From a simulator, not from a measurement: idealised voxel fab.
process module | voxel transistor to metal
cross-section cut | 215 nm wide | cells 5 nm
A cross-section is a grid of square cells, given in bands from the top down. A band is one or more rows of cells.
Each band's line starts with the height of the band's top and of its bottom, in nm. Then come its materials from left to right, each with its width in nm. One material with "throughout" fills the band from edge to edge. "air" is empty space.
Height 0 is the level under which the wafer as received is all one material. The lowest band goes on downwards, as in "0 down".
A width such as "30 to 40" changes by the same amount from each row of cells to the next, from the band's top row to its bottom row.
"no change" after a step means that no cell of the cross-section changed.
closed voids: empty space of 8 cells or more with no open way to the top, each as width x height at its distance from the left edge, in nm
after a step's settings: what the simulator itself notes on the step
overlay nm, on a step with a mask: how far to the right of its planned place the mask lay; to the left if negative
Each pair below shows a cross-section before one step and the cross-section after it, down to the lowest band that changed. The line under each pair gives the step between them, with its settings. The pairs can come from different runs of this module on the same starting wafer, so a pair continues from the pair above only where its "before" says so.
before
  0 down: Si throughout
  closed voids: none
after
  0 to -5: SiO2 throughout
  below -5: unchanged
  closed voids: none
the step between: op OXIDIZE | depth nm 5
before: the cross-section after the pair above
after
  10 to 0: SiN throughout
  below 0: unchanged
  closed voids: none
the step between: op CONFORMAL_DEP | material SiN | thk nm 10
before: the cross-section after the pair above
after
  20 to 10: aC throughout
  below 10: unchanged
  closed voids: none
the step between: op DIRECTIONAL_DEP | material aC | thk nm 10
before: the cross-section after the pair above
after
  45 to 20: air 50 | resist 110 | air 55
  below 20: unchanged
  closed voids: none
the step between: op PATTERN | tone cover | mask id ACTIVE | material resist | width nm 110 | thk nm 25 | overlay nm 0
before: the cross-section after the pair above
after
  35 to 20: air 50 | resist 110 | air 55
  20 to 10: air 50 | aC 110 | air 55
  below 10: unchanged
  closed voids: none
the step between: op DIRECTIONAL_ETCH | etch materials aC | depth nm 10
before: the cross-section after the pair above
after
  20 to 10: air 50 | aC 110 | air 55
  below 10: unchanged
  closed voids: none
the step between: op STRIP | etch materials resist
before: the cross-section after the pair above
after
  20 to 10: air 50 | aC 110 | air 55
  10 to 0: air 50 | SiN 110 | air 55
  below 0: unchanged
  closed voids: none
the step between: op DIRECTIONAL_ETCH | etch materials SiN | depth nm 10
before: the cross-section after the pair above
after
  20 to 10: air 50 | aC 110 | air 55
  10 to 0: air 50 | SiN 110 | air 55
  0 to -5: air 50 | SiO2 110 | air 55
  below -5: unchanged
  closed voids: none
the step between: op DIRECTIONAL_ETCH | etch materials SiO2 | depth nm 5
before: the cross-section after the pair above
after
  20 to 10: air 50 | aC 110 | air 55
  10 to 0: air 50 | SiN 110 | air 55
  0 to -5: air 50 | SiO2 110 | air 55
  -5 to -40: air 50 | Si 110 | air 55
  below -40: unchanged
  closed voids: none
the step between: op DIRECTIONAL_ETCH | etch materials Si | depth nm 35
before: the cross-section after the pair above
after
  10 to 0: air 50 | SiN 110 | air 55
  below 0: unchanged
  closed voids: none
the step between: op STRIP | etch materials aC
before: the cross-section after the pair above
after
  10 to 0: air 50 | SiN 110 | air 55
  0 to -5: air 50 | SiO2 110 | air 55
  -5 to -40: air 50 | SiO2 5 | Si 100 | SiO2 5 | air 55
  -40 to -45: SiO2 55 | Si 100 | SiO2 60
  below -45: unchanged
  closed voids: none
the step between: op OXIDIZE | depth nm 5
before: the cross-section after the pair above
after
  20 to 10: SiO2 throughout
  10 to 0: SiO2 50 | SiN 110 | SiO2 55
  0 to -5: SiO2 throughout
  -5 to -45: SiO2 55 | Si 100 | SiO2 60
  below -45: unchanged
  closed voids: none
the step between: op FILL_DEP | material SiO2 | thk nm 10
before: the cross-section after the pair above
after
  10 to 0: SiO2 50 | SiN 110 | SiO2 55
  below 0: unchanged
  closed voids: none
the step between: op CMP | height nm 10
before: the cross-section after the pair above
after
  10 to 0: air 50 | SiN 110 | air 55
  below 0: unchanged
  closed voids: none
the step between: op SELECTIVE_ETCH | etch materials SiO2 | depth nm 10
before: the cross-section after the pair above
after
  0 to -5: SiO2 throughout
  below -5: unchanged
  closed voids: none
the step between: op STRIP | etch materials SiN
before: the cross-section after the pair above
after
  -5 to -45: SiO2 55 | Si 100 | SiO2 60
  below -45: unchanged
  closed voids: none
the step between: op SELECTIVE_ETCH | etch materials SiO2 | depth nm 5
before: the cross-section after the pair above
after
  -5 to -10: SiO2 throughout
  below -10: unchanged
  closed voids: none
the step between: op OXIDIZE | depth nm 5
before: the cross-section after the pair above
after
  20 to -5: polySi throughout
  below -5: unchanged
  closed voids: none
the step between: op DIRECTIONAL_DEP | material polySi | thk nm 25
before: the cross-section after the pair above
after
  30 to 20: SiCN throughout
  below 20: unchanged
  closed voids: none
the step between: op DIRECTIONAL_DEP | material SiCN | thk nm 10
before: the cross-section after the pair above
after
  30 to 20: air 90 | SiCN 30 | air 95
  below 20: unchanged
  closed voids: none
the step between: op MASKED_ETCH | tone cover | mask id GATE | width nm 30 | etch materials SiCN | depth nm 20 | overlay nm 0
before: the cross-section after the pair above
after
  30 to 20: air 90 | SiCN 30 | air 95
  20 to -5: air 90 | polySi 30 | air 95
  below -5: unchanged
  closed voids: none
the step between: op MASKED_ETCH | tone cover | mask id GATE | width nm 30 | etch materials polySi | depth nm 35 | overlay nm 0
before: the cross-section after the pair above
after
  35 to 30: air 85 | SiO2 40 | air 90
  30 to 20: air 85 | SiO2 5 | SiCN 30 | SiO2 5 | air 90
  20 to 0: air 85 | SiO2 5 | polySi 30 | SiO2 5 | air 90
  0 to -5: SiO2 90 | polySi 30 | SiO2 95
  below -5: unchanged
  closed voids: none
the step between: op CONFORMAL_DEP | material SiO2 | thk nm 5
before: the cross-section after the pair above
after
  30 to 20: air 85 | SiO2 5 | SiCN 30 | SiO2 5 | air 90
  20 to -5: air 85 | SiO2 5 | polySi 30 | SiO2 5 | air 90
  below -5: unchanged
  closed voids: none
the step between: op DIRECTIONAL_ETCH | etch materials SiO2 | depth nm 5
before: the cross-section after the pair above
after
  35 to 30: air 80 | SiN 50 | air 85
  30 to 20: air 80 | SiN 5 | SiO2 5 | SiCN 30 | SiO2 5 | SiN 5 | air 85
  20 to 0: air 80 | SiN 5 | SiO2 5 | polySi 30 | SiO2 5 | SiN 5 | air 85
  0 to -5: SiN 85 | SiO2 5 | polySi 30 | SiO2 5 | SiN 90
  below -5: unchanged
  closed voids: none
the step between: op CONFORMAL_DEP | material SiN | thk nm 5
before: the cross-section after the pair above
after
  30 to 20: air 80 | SiN 5 | SiO2 5 | SiCN 30 | SiO2 5 | SiN 5 | air 85
  20 to -5: air 80 | SiN 5 | SiO2 5 | polySi 30 | SiO2 5 | SiN 5 | air 85
  below -5: unchanged
  closed voids: none
the step between: op DIRECTIONAL_ETCH | etch materials SiN | depth nm 5
before: the cross-section after the pair above
after
  30 to 25: air 80 | SiN 5 | air 5 | SiCN 30 | air 5 | SiN 5 | air 85
  25 to 20: air 80 | SiN 5 | SiO2 5 | SiCN 30 | SiO2 5 | SiN 5 | air 85
  20 to -5: air 80 | SiN 5 | SiO2 5 | polySi 30 | SiO2 5 | SiN 5 | air 85
  -5 to -10: air 80 | SiO2 50 | air 85
  below -10: unchanged
  closed voids: none
the step between: op DIRECTIONAL_ETCH | etch materials SiO2 | depth nm 5
before: the cross-section after the pair above
after
  30 to 25: air 80 | SiN 5 | air 5 | SiCN 30 | air 5 | SiN 5 | air 85
  25 to 20: air 80 | SiN 5 | SiO2 5 | SiCN 30 | SiO2 5 | SiN 5 | air 85
  20 to -5: air 80 | SiN 5 | SiO2 5 | polySi 30 | SiO2 5 | SiN 5 | air 85
  -5 to -10: air 80 | SiO2 50 | air 85
  -10 to -25: SiO2 55 | air 25 | Si 50 | air 25 | SiO2 60
  below -25: unchanged
  closed voids: none
the step between: op DIRECTIONAL_ETCH | etch materials Si | depth nm 15
before: the cross-section after the pair above
after
  30 to 25: air 80 | SiN 5 | air 5 | SiCN 30 | air 5 | SiN 5 | air 85
  25 to 20: air 80 | SiN 5 | SiO2 5 | SiCN 30 | SiO2 5 | SiN 5 | air 85
  20 to 10: air 80 | SiN 5 | SiO2 5 | polySi 30 | SiO2 5 | SiN 5 | air 85
  10 to -5: air 60 | SiGe 20 | SiN 5 | SiO2 5 | polySi 30 | SiO2 5 | SiN 5 | SiGe 20 | air 65
  -5 to -10: air 50 | SiGe 30 | SiO2 50 | SiGe 30 | air 55
  -10 to -25: SiO2 55 | SiGe 25 | Si 50 | SiGe 25 | SiO2 60
  below -25: unchanged
  closed voids: none
the step between: op EPI | material SiGe | thk nm 20
before: the cross-section after the pair above
after
  35 to 30: SiO2 throughout
  30 to 20: SiO2 80 | SiN 5 | SiO2 5 | SiCN 30 | SiO2 5 | SiN 5 | SiO2 85
  20 to 10: SiO2 80 | SiN 5 | SiO2 5 | polySi 30 | SiO2 5 | SiN 5 | SiO2 85
  10 to -5: SiO2 60 | SiGe 20 | SiN 5 | SiO2 5 | polySi 30 | SiO2 5 | SiN 5 | SiGe 20 | SiO2 65
  -5 to -10: SiO2 50 | SiGe 30 | SiO2 50 | SiGe 30 | SiO2 55
  below -10: unchanged
  closed voids: none
the step between: op FILL_DEP | material SiO2 | thk nm 5
before: the cross-section after the pair above
after
  20 to 10: SiO2 80 | SiN 5 | SiO2 5 | polySi 30 | SiO2 5 | SiN 5 | SiO2 85
  below 10: unchanged
  closed voids: none
the step between: op CMP | height nm 20
before: the cross-section after the pair above
after
  20 to 10: SiO2 80 | SiN 5 | SiO2 5 | air 30 | SiO2 5 | SiN 5 | SiO2 85
  10 to -5: SiO2 60 | SiGe 20 | SiN 5 | SiO2 5 | air 30 | SiO2 5 | SiN 5 | SiGe 20 | SiO2 65
  below -5: unchanged
  closed voids: none
the step between: op STRIP | etch materials polySi
before: the cross-section after the pair above
after
  20 to 15: air 80 | SiN 5 | air 40 | SiN 5 | air 85
  15 to 10: SiO2 80 | SiN 5 | air 40 | SiN 5 | SiO2 85
  10 to -5: SiO2 60 | SiGe 20 | SiN 5 | air 40 | SiN 5 | SiGe 20 | SiO2 65
  -5 to -10: SiO2 50 | SiGe 30 | SiO2 5 | air 40 | SiO2 5 | SiGe 30 | SiO2 55
  below -10: unchanged
  closed voids: none
the step between: op SELECTIVE_ETCH | etch materials SiO2 | depth nm 5
before: the cross-section after the pair above
after
  25 to 20: air 75 | HfO2 15 | air 30 | HfO2 15 | air 80
  20 to 15: HfO2 80 | SiN 5 | HfO2 5 | air 30 | HfO2 5 | SiN 5 | HfO2 85
  15 to 10: SiO2 80 | SiN 5 | HfO2 5 | air 30 | HfO2 5 | SiN 5 | SiO2 85
  10 to -5: SiO2 60 | SiGe 20 | SiN 5 | HfO2 5 | air 30 | HfO2 5 | SiN 5 | SiGe 20 | SiO2 65
  -5 to -10: SiO2 50 | SiGe 30 | SiO2 5 | HfO2 40 | SiO2 5 | SiGe 30 | SiO2 55
  below -10: unchanged
  closed voids: none
the step between: op CONFORMAL_DEP | material HfO2 | thk nm 5
before: the cross-section after the pair above
after
  30 to 25: air 70 | TiN 25 | air 20 | TiN 25 | air 75
  25 to 20: TiN 75 | HfO2 15 | TiN 5 | air 20 | TiN 5 | HfO2 15 | TiN 80
  20 to 15: HfO2 80 | SiN 5 | HfO2 5 | TiN 5 | air 20 | TiN 5 | HfO2 5 | SiN 5 | HfO2 85
  15 to 10: SiO2 80 | SiN 5 | HfO2 5 | TiN 5 | air 20 | TiN 5 | HfO2 5 | SiN 5 | SiO2 85
  10 to 0: SiO2 60 | SiGe 20 | SiN 5 | HfO2 5 | TiN 5 | air 20 | TiN 5 | HfO2 5 | SiN 5 | SiGe 20 | SiO2 65
  0 to -5: SiO2 60 | SiGe 20 | SiN 5 | HfO2 5 | TiN 30 | HfO2 5 | SiN 5 | SiGe 20 | SiO2 65
  below -5: unchanged
  closed voids: none
the step between: op CONFORMAL_DEP | material TiN | thk nm 5
before: the cross-section after the pair above
after
  40 to 30: W throughout
  30 to 25: W 70 | TiN 25 | W 20 | TiN 25 | W 75
  25 to 20: TiN 75 | HfO2 15 | TiN 5 | W 20 | TiN 5 | HfO2 15 | TiN 80
  20 to 15: HfO2 80 | SiN 5 | HfO2 5 | TiN 5 | W 20 | TiN 5 | HfO2 5 | SiN 5 | HfO2 85
  15 to 10: SiO2 80 | SiN 5 | HfO2 5 | TiN 5 | W 20 | TiN 5 | HfO2 5 | SiN 5 | SiO2 85
  10 to 0: SiO2 60 | SiGe 20 | SiN 5 | HfO2 5 | TiN 5 | W 20 | TiN 5 | HfO2 5 | SiN 5 | SiGe 20 | SiO2 65
  below 0: unchanged
  closed voids: none
the step between: op FILL_DEP | material W | thk nm 10
before: the cross-section after the pair above
after
  15 to 10: SiO2 80 | SiN 5 | HfO2 5 | TiN 5 | W 20 | TiN 5 | HfO2 5 | SiN 5 | SiO2 85
  below 10: unchanged
  closed voids: none
the step between: op CMP | height nm 15
before: the cross-section after the pair above
after
  25 to 15: SiO2 throughout
  below 15: unchanged
  closed voids: none
the step between: op DIRECTIONAL_DEP | material SiO2 | thk nm 10
before: the cross-section after the pair above
after
  40 to 25: resist 60 | air 15 | resist 60 | air 15 | resist 65
  below 25: unchanged
  closed voids: none
the step between: op PATTERN | tone open | mask id CONTACT | material resist | width nm 15 | pitch nm 75 | thk nm 15 | overlay nm 0
before: the cross-section after the pair above
after
  40 to 25: resist 60 | air 15 | resist 60 | air 15 | resist 65
  25 to 15: SiO2 60 | air 15 | SiO2 60 | air 15 | SiO2 65
  15 to 10: SiO2 60 | air 15 | SiO2 5 | SiN 5 | HfO2 5 | TiN 5 | W 20 | TiN 5 | HfO2 5 | SiN 5 | SiO2 5 | air 15 | SiO2 65
  below 10: unchanged
  closed voids: none
the step between: op DIRECTIONAL_ETCH | etch materials SiO2 | depth nm 15
before: the cross-section after the pair above
after
  25 to 15: SiO2 60 | air 15 | SiO2 60 | air 15 | SiO2 65
  below 15: unchanged
  closed voids: none
the step between: op STRIP | etch materials resist
before: the cross-section after the pair above
after
  30 to 25: TiN 65 | air 5 | TiN 70 | air 5 | TiN 70
  25 to 15: SiO2 60 | TiN 5 | air 5 | TiN 5 | SiO2 60 | TiN 5 | air 5 | TiN 5 | SiO2 65
  15 to 10: SiO2 60 | TiN 15 | SiO2 5 | SiN 5 | HfO2 5 | TiN 5 | W 20 | TiN 5 | HfO2 5 | SiN 5 | SiO2 5 | TiN 15 | SiO2 65
  below 10: unchanged
  closed voids: none
the step between: op CONFORMAL_DEP | material TiN | thk nm 5
before: the cross-section after the pair above
after
  40 to 30: W throughout
  30 to 25: TiN 65 | W 5 | TiN 70 | W 5 | TiN 70
  25 to 15: SiO2 60 | TiN 5 | W 5 | TiN 5 | SiO2 60 | TiN 5 | W 5 | TiN 5 | SiO2 65
  below 15: unchanged
  closed voids: none
the step between: op FILL_DEP | material W | thk nm 10
before: the cross-section after the pair above
after
  25 to 15: SiO2 60 | TiN 5 | W 5 | TiN 5 | SiO2 60 | TiN 5 | W 5 | TiN 5 | SiO2 65
  below 15: unchanged
  closed voids: none
the step between: op CMP | height nm 25
before: the cross-section after the pair above
after
  30 to 25: SiCN throughout
  below 25: unchanged
  closed voids: none
the step between: op CONFORMAL_DEP | material SiCN | thk nm 5
before: the cross-section after the pair above
after
  55 to 30: lowk throughout
  below 30: unchanged
  closed voids: none
the step between: op DIRECTIONAL_DEP | material lowk | thk nm 25
before: the cross-section after the pair above
after
  55 to 30: lowk 60 | air 15 | lowk 60 | air 15 | lowk 65
  below 30: unchanged
  closed voids: none
the step between: op MASKED_ETCH | tone open | mask id METAL_1 | width nm 15 | pitch nm 75 | etch materials lowk | depth nm 25 | overlay nm 0
before: the cross-section after the pair above
after
  55 to 30: lowk 60 | air 15 | lowk 60 | air 15 | lowk 65
  30 to 25: SiCN 60 | air 15 | SiCN 60 | air 15 | SiCN 65
  below 25: unchanged
  closed voids: none
the step between: op MASKED_ETCH | tone open | mask id METAL_1 | width nm 15 | pitch nm 75 | etch materials SiCN | depth nm 5 | overlay nm 0
before: the cross-section after the pair above
after
  60 to 55: TiN 65 | air 5 | TiN 70 | air 5 | TiN 70
  55 to 30: lowk 60 | TiN 5 | air 5 | TiN 5 | lowk 60 | TiN 5 | air 5 | TiN 5 | lowk 65
  30 to 25: SiCN 60 | TiN 15 | SiCN 60 | TiN 15 | SiCN 65
  below 25: unchanged
  closed voids: none
the step between: op CONFORMAL_DEP | material TiN | thk nm 5
before: the cross-section after the pair above
after
  70 to 60: W throughout
  60 to 55: TiN 65 | W 5 | TiN 70 | W 5 | TiN 70
  55 to 30: lowk 60 | TiN 5 | W 5 | TiN 5 | lowk 60 | TiN 5 | W 5 | TiN 5 | lowk 65
  below 30: unchanged
  closed voids: none
the step between: op FILL_DEP | material W | thk nm 10
before: the cross-section after the pair above
after
  55 to 30: lowk 60 | TiN 5 | W 5 | TiN 5 | lowk 60 | TiN 5 | W 5 | TiN 5 | lowk 65
  below 30: unchanged
  closed voids: none
the step between: op CMP | height nm 55
before: the cross-section after the pair above
after
  60 to 55: SiCN throughout
  below 55: unchanged
  closed voids: none
the step between: op CONFORMAL_DEP | material SiCN | thk nm 5
before
  40 to 30: W throughout
  30 to 25: TiN 65 | W 5 | TiN 70 | W 5 | TiN 70
  25 to 15: SiO2 60 | TiN 5 | W 5 | TiN 5 | SiO2 60 | TiN 5 | W 5 | TiN 5 | SiO2 65
  15 to 10: SiO2 60 | TiN 15 | SiO2 5 | SiN 5 | HfO2 5 | TiN 5 | W 20 | TiN 5 | HfO2 5 | SiN 5 | SiO2 5 | TiN 15 | SiO2 65
  10 to 0: SiO2 60 | SiGe 20 | SiN 5 | HfO2 5 | TiN 5 | W 20 | TiN 5 | HfO2 5 | SiN 5 | SiGe 20 | SiO2 65
  0 to -5: SiO2 60 | SiGe 20 | SiN 5 | HfO2 5 | TiN 30 | HfO2 5 | SiN 5 | SiGe 20 | SiO2 65
  -5 to -10: SiO2 50 | SiGe 30 | SiO2 5 | HfO2 40 | SiO2 5 | SiGe 30 | SiO2 55
  -10 to -25: SiO2 55 | SiGe 25 | Si 50 | SiGe 25 | SiO2 60
  -25 to -45: SiO2 55 | Si 100 | SiO2 60
  -45 down: Si throughout
  closed voids: none
after
  45 to 40: SiCN throughout
  below 40: unchanged
  closed voids: none
the step between: op CONFORMAL_DEP | material SiCN | thk nm 5
before: the cross-section after the pair above
after
  70 to 45: lowk throughout
  below 45: unchanged
  closed voids: none
the step between: op DIRECTIONAL_DEP | material lowk | thk nm 25
before: the cross-section after the pair above
after
  70 to 45: lowk 60 | air 15 | lowk 60 | air 15 | lowk 65
  below 45: unchanged
  closed voids: none
the step between: op MASKED_ETCH | tone open | mask id METAL_1 | width nm 15 | pitch nm 75 | etch materials lowk | depth nm 25 | overlay nm 0
before: the cross-section after the pair above
after
  70 to 45: lowk 60 | air 15 | lowk 60 | air 15 | lowk 65
  45 to 40: SiCN 60 | air 15 | SiCN 60 | air 15 | SiCN 65
  below 40: unchanged
  closed voids: none
the step between: op MASKED_ETCH | tone open | mask id METAL_1 | width nm 15 | pitch nm 75 | etch materials SiCN | depth nm 5 | overlay nm 0
before: the cross-section after the pair above
after
  75 to 70: TiN 65 | air 5 | TiN 70 | air 5 | TiN 70
  70 to 45: lowk 60 | TiN 5 | air 5 | TiN 5 | lowk 60 | TiN 5 | air 5 | TiN 5 | lowk 65
  45 to 40: SiCN 60 | TiN 15 | SiCN 60 | TiN 15 | SiCN 65
  below 40: unchanged
  closed voids: none
the step between: op CONFORMAL_DEP | material TiN | thk nm 5
before: the cross-section after the pair above
after
  85 to 75: W throughout
  75 to 70: TiN 65 | W 5 | TiN 70 | W 5 | TiN 70
  70 to 45: lowk 60 | TiN 5 | W 5 | TiN 5 | lowk 60 | TiN 5 | W 5 | TiN 5 | lowk 65
  below 45: unchanged
  closed voids: none
the step between: op FILL_DEP | material W | thk nm 10
before: the cross-section after the pair above
after
  55 to 45: lowk 60 | TiN 5 | W 5 | TiN 5 | lowk 60 | TiN 5 | W 5 | TiN 5 | lowk 65
  below 45: unchanged
  closed voids: none
the step between: op CMP | height nm 55
before: the cross-section after the pair above
after
  60 to 55: SiCN throughout
  below 55: unchanged
  closed voids: none
the step between: op CONFORMAL_DEP | material SiCN | thk nm 5
before
  30 to 25: air 80 | SiN 5 | air 5 | SiCN 30 | air 5 | SiN 5 | air 85
  25 to 20: air 80 | SiN 5 | SiO2 5 | SiCN 30 | SiO2 5 | SiN 5 | air 85
  20 to -5: air 80 | SiN 5 | SiO2 5 | polySi 30 | SiO2 5 | SiN 5 | air 85
  -5 to -10: air 80 | SiO2 50 | air 85
  -10 to -25: SiO2 55 | air 25 | Si 50 | air 25 | SiO2 60
  -25 to -45: SiO2 55 | Si 100 | SiO2 60
  -45 down: Si throughout
  closed voids: none
after
  30 to 25: air 80 | SiN 5 | air 5 | SiCN 30 | air 5 | SiN 5 | air 85
  25 to 20: air 80 | SiN 5 | SiO2 5 | SiCN 30 | SiO2 5 | SiN 5 | air 85
  20 to -5: air 80 | SiN 5 | SiO2 5 | polySi 30 | SiO2 5 | SiN 5 | air 85
  -5 to -10: air 80 | SiO2 50 | air 85
  -10 to -40: SiO2 55 | air 25 | Si 50 | air 25 | SiO2 60
  below -40: unchanged
  closed voids: none
the step between: op DIRECTIONAL_ETCH | etch materials Si | depth nm 15
before: the cross-section after the pair above
after
  30 to 25: air 80 | SiN 5 | air 5 | SiCN 30 | air 5 | SiN 5 | air 85
  25 to 20: air 80 | SiN 5 | SiO2 5 | SiCN 30 | SiO2 5 | SiN 5 | air 85
  20 to 10: air 80 | SiN 5 | SiO2 5 | polySi 30 | SiO2 5 | SiN 5 | air 85
  10 to -5: air 60 | SiGe 20 | SiN 5 | SiO2 5 | polySi 30 | SiO2 5 | SiN 5 | SiGe 20 | air 65
  -5 to -10: air 60 | SiGe 20 | SiO2 50 | SiGe 20 | air 65
  -10 to -20: SiO2 55 | air 5 | SiGe 20 | Si 50 | SiGe 20 | air 5 | SiO2 60
  -20 to -40: SiO2 55 | SiGe 25 | Si 50 | SiGe 25 | SiO2 60
  below -40: unchanged
  closed voids: none
the step between: op EPI | material SiGe | thk nm 20
before: the cross-section after the pair above
after
  35 to 30: SiO2 throughout
  30 to 20: SiO2 80 | SiN 5 | SiO2 5 | SiCN 30 | SiO2 5 | SiN 5 | SiO2 85
  20 to 10: SiO2 80 | SiN 5 | SiO2 5 | polySi 30 | SiO2 5 | SiN 5 | SiO2 85
  10 to -5: SiO2 60 | SiGe 20 | SiN 5 | SiO2 5 | polySi 30 | SiO2 5 | SiN 5 | SiGe 20 | SiO2 65
  -5 to -10: SiO2 60 | SiGe 20 | SiO2 50 | SiGe 20 | SiO2 65
  -10 to -20: SiO2 60 | SiGe 20 | Si 50 | SiGe 20 | SiO2 65
  below -20: unchanged
  closed voids: none
the step between: op FILL_DEP | material SiO2 | thk nm 5
before: the cross-section after the pair above
after
  20 to 10: SiO2 80 | SiN 5 | SiO2 5 | polySi 30 | SiO2 5 | SiN 5 | SiO2 85
  below 10: unchanged
  closed voids: none
the step between: op CMP | height nm 20
before: the cross-section after the pair above
after
  20 to 10: SiO2 80 | SiN 5 | SiO2 5 | air 30 | SiO2 5 | SiN 5 | SiO2 85
  10 to -5: SiO2 60 | SiGe 20 | SiN 5 | SiO2 5 | air 30 | SiO2 5 | SiN 5 | SiGe 20 | SiO2 65
  below -5: unchanged
  closed voids: none
the step between: op STRIP | etch materials polySi
before: the cross-section after the pair above
after
  20 to 15: air 80 | SiN 5 | air 40 | SiN 5 | air 85
  15 to 10: SiO2 80 | SiN 5 | air 40 | SiN 5 | SiO2 85
  10 to -5: SiO2 60 | SiGe 20 | SiN 5 | air 40 | SiN 5 | SiGe 20 | SiO2 65
  -5 to -10: SiO2 60 | SiGe 20 | SiO2 5 | air 40 | SiO2 5 | SiGe 20 | SiO2 65
  below -10: unchanged
  closed voids: none
the step between: op SELECTIVE_ETCH | etch materials SiO2 | depth nm 5
before: the cross-section after the pair above
after
  25 to 20: air 75 | HfO2 15 | air 30 | HfO2 15 | air 80
  20 to 15: HfO2 80 | SiN 5 | HfO2 5 | air 30 | HfO2 5 | SiN 5 | HfO2 85
  15 to 10: SiO2 80 | SiN 5 | HfO2 5 | air 30 | HfO2 5 | SiN 5 | SiO2 85
  10 to -5: SiO2 60 | SiGe 20 | SiN 5 | HfO2 5 | air 30 | HfO2 5 | SiN 5 | SiGe 20 | SiO2 65
  -5 to -10: SiO2 60 | SiGe 20 | SiO2 5 | HfO2 40 | SiO2 5 | SiGe 20 | SiO2 65
  below -10: unchanged
  closed voids: none
the step between: op CONFORMAL_DEP | material HfO2 | thk nm 5
before: the cross-section after the pair above
after
  30 to 25: air 70 | TiN 25 | air 20 | TiN 25 | air 75
  25 to 20: TiN 75 | HfO2 15 | TiN 5 | air 20 | TiN 5 | HfO2 15 | TiN 80
  20 to 15: HfO2 80 | SiN 5 | HfO2 5 | TiN 5 | air 20 | TiN 5 | HfO2 5 | SiN 5 | HfO2 85
  15 to 10: SiO2 80 | SiN 5 | HfO2 5 | TiN 5 | air 20 | TiN 5 | HfO2 5 | SiN 5 | SiO2 85
  10 to 0: SiO2 60 | SiGe 20 | SiN 5 | HfO2 5 | TiN 5 | air 20 | TiN 5 | HfO2 5 | SiN 5 | SiGe 20 | SiO2 65
  0 to -5: SiO2 60 | SiGe 20 | SiN 5 | HfO2 5 | TiN 30 | HfO2 5 | SiN 5 | SiGe 20 | SiO2 65
  below -5: unchanged
  closed voids: none
the step between: op CONFORMAL_DEP | material TiN | thk nm 5
before: the cross-section after the pair above
after
  40 to 30: W throughout
  30 to 25: W 70 | TiN 25 | W 20 | TiN 25 | W 75
  25 to 20: TiN 75 | HfO2 15 | TiN 5 | W 20 | TiN 5 | HfO2 15 | TiN 80
  20 to 15: HfO2 80 | SiN 5 | HfO2 5 | TiN 5 | W 20 | TiN 5 | HfO2 5 | SiN 5 | HfO2 85
  15 to 10: SiO2 80 | SiN 5 | HfO2 5 | TiN 5 | W 20 | TiN 5 | HfO2 5 | SiN 5 | SiO2 85
  10 to 0: SiO2 60 | SiGe 20 | SiN 5 | HfO2 5 | TiN 5 | W 20 | TiN 5 | HfO2 5 | SiN 5 | SiGe 20 | SiO2 65
  below 0: unchanged
  closed voids: none
the step between: op FILL_DEP | material W | thk nm 10
before: the cross-section after the pair above
after
  15 to 10: SiO2 80 | SiN 5 | HfO2 5 | TiN 5 | W 20 | TiN 5 | HfO2 5 | SiN 5 | SiO2 85
  below 10: unchanged
  closed voids: none
the step between: op CMP | height nm 15
before: the cross-section after the pair above
after
  25 to 15: SiO2 throughout
  below 15: unchanged
  closed voids: none
the step between: op DIRECTIONAL_DEP | material SiO2 | thk nm 10
before: the cross-section after the pair above
after
  40 to 25: resist 60 | air 15 | resist 60 | air 15 | resist 65
  below 25: unchanged
  closed voids: none
the step between: op PATTERN | tone open | mask id CONTACT | material resist | width nm 15 | pitch nm 75 | thk nm 15 | overlay nm 0
before: the cross-section after the pair above
after
  40 to 25: resist 60 | air 15 | resist 60 | air 15 | resist 65
  25 to 15: SiO2 60 | air 15 | SiO2 60 | air 15 | SiO2 65
  15 to 10: SiO2 60 | air 15 | SiO2 5 | SiN 5 | HfO2 5 | TiN 5 | W 20 | TiN 5 | HfO2 5 | SiN 5 | SiO2 5 | air 15 | SiO2 65
  below 10: unchanged
  closed voids: none
the step between: op DIRECTIONAL_ETCH | etch materials SiO2 | depth nm 15
before: the cross-section after the pair above
after
  25 to 15: SiO2 60 | air 15 | SiO2 60 | air 15 | SiO2 65
  below 15: unchanged
  closed voids: none
the step between: op STRIP | etch materials resist
before: the cross-section after the pair above
after
  30 to 25: TiN 65 | air 5 | TiN 70 | air 5 | TiN 70
  25 to 15: SiO2 60 | TiN 5 | air 5 | TiN 5 | SiO2 60 | TiN 5 | air 5 | TiN 5 | SiO2 65
  15 to 10: SiO2 60 | TiN 15 | SiO2 5 | SiN 5 | HfO2 5 | TiN 5 | W 20 | TiN 5 | HfO2 5 | SiN 5 | SiO2 5 | TiN 15 | SiO2 65
  below 10: unchanged
  closed voids: none
the step between: op CONFORMAL_DEP | material TiN | thk nm 5
before: the cross-section after the pair above
after
  40 to 30: W throughout
  30 to 25: TiN 65 | W 5 | TiN 70 | W 5 | TiN 70
  25 to 15: SiO2 60 | TiN 5 | W 5 | TiN 5 | SiO2 60 | TiN 5 | W 5 | TiN 5 | SiO2 65
  below 15: unchanged
  closed voids: none
the step between: op FILL_DEP | material W | thk nm 10
before: the cross-section after the pair above
after
  25 to 15: SiO2 60 | TiN 5 | W 5 | TiN 5 | SiO2 60 | TiN 5 | W 5 | TiN 5 | SiO2 65
  below 15: unchanged
  closed voids: none
the step between: op CMP | height nm 25
before: the cross-section after the pair above
after
  30 to 25: SiCN throughout
  below 25: unchanged
  closed voids: none
the step between: op CONFORMAL_DEP | material SiCN | thk nm 5
before: the cross-section after the pair above
after
  55 to 30: lowk throughout
  below 30: unchanged
  closed voids: none
the step between: op DIRECTIONAL_DEP | material lowk | thk nm 25
before: the cross-section after the pair above
after
  55 to 30: lowk 60 | air 15 | lowk 60 | air 15 | lowk 65
  below 30: unchanged
  closed voids: none
the step between: op MASKED_ETCH | tone open | mask id METAL_1 | width nm 15 | pitch nm 75 | etch materials lowk | depth nm 25 | overlay nm 0
before: the cross-section after the pair above
after
  55 to 30: lowk 60 | air 15 | lowk 60 | air 15 | lowk 65
  30 to 25: SiCN 60 | air 15 | SiCN 60 | air 15 | SiCN 65
  below 25: unchanged
  closed voids: none
the step between: op MASKED_ETCH | tone open | mask id METAL_1 | width nm 15 | pitch nm 75 | etch materials SiCN | depth nm 5 | overlay nm 0
before: the cross-section after the pair above
after
  60 to 55: TiN 65 | air 5 | TiN 70 | air 5 | TiN 70
  55 to 30: lowk 60 | TiN 5 | air 5 | TiN 5 | lowk 60 | TiN 5 | air 5 | TiN 5 | lowk 65
  30 to 25: SiCN 60 | TiN 15 | SiCN 60 | TiN 15 | SiCN 65
  below 25: unchanged
  closed voids: none
the step between: op CONFORMAL_DEP | material TiN | thk nm 5
before: the cross-section after the pair above
after
  70 to 60: W throughout
  60 to 55: TiN 65 | W 5 | TiN 70 | W 5 | TiN 70
  55 to 30: lowk 60 | TiN 5 | W 5 | TiN 5 | lowk 60 | TiN 5 | W 5 | TiN 5 | lowk 65
  below 30: unchanged
  closed voids: none
the step between: op FILL_DEP | material W | thk nm 10
